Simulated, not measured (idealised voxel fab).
process module | voxel released beams
cross-section cut | 190 nm wide | cells 5 nm
A cross-section is a grid of square cells, given in bands from the top down. A band is one or more rows of cells.
Each band's line starts with the height of the band's top and of its bottom, in nm. Then come its materials from left to right, each with its width in nm. One material with "throughout" fills the band from edge to edge. "air" is empty space.
Height 0 is the level under which the wafer as received is all one material. The lowest band goes on downwards, as in "0 down".
A width such as "30 to 40" changes by the same amount from each row of cells to the next, from the band's top row to its bottom row.
"no change" after a step means that no cell of the cross-section changed.
closed voids: empty space of 8 cells or more with no open way to the top, each as width x height at its distance from the left edge, in nm
after a step's settings: what the simulator itself notes on the step
overlay nm, on a step with a mask: how far to the right of its planned place the mask lay; to the left if negative
plan
1 op RECEIVE | material Si
2 op CONFORMAL_DEP | material SiN | thk nm 5
3 op DIRECTIONAL_DEP | material SiO2 | thk nm 20
4 op PATTERN | tone open | mask id ANCHOR | material resist | width nm 35 | thk nm 15 | overlay nm -15
5 op DIRECTIONAL_ETCH | etch materials SiO2 | depth nm 20
6 op STRIP | etch materials resist
7 op CONFORMAL_DEP | material W | thk nm 10
8 op PATTERN | tone cover | mask id BEAM | material resist | width nm 120 | thk nm 15 | overlay nm 0
9 op DIRECTIONAL_ETCH | etch materials W | depth nm 10
10 op STRIP | etch materials resist
11 op STRIP | etch materials SiO2
varied across the wafers: overlay nm of step 4. The plan shows the first wafer's value. All wafers start alike
first wafer as received, after step 1
  0 down: Si throughout
  closed voids: none
each wafer at the end: cells of each material gained (+) or lost (-) since it was received, then its closed voids
overlay nm -15 | +38 SiN | +64 W | closed voids: none
overlay nm -10 | +38 SiN | +64 W | closed voids: none
overlay nm -5 | +38 SiN | +64 W | closed voids: none
overlay nm 0 | +38 SiN | +64 W | closed voids: none
overlay nm 5 | +38 SiN | +64 W | closed voids: none
overlay nm 10 | +38 SiN | +64 W | closed voids: none
overlay nm 15 | +38 SiN | +64 W | closed voids: none
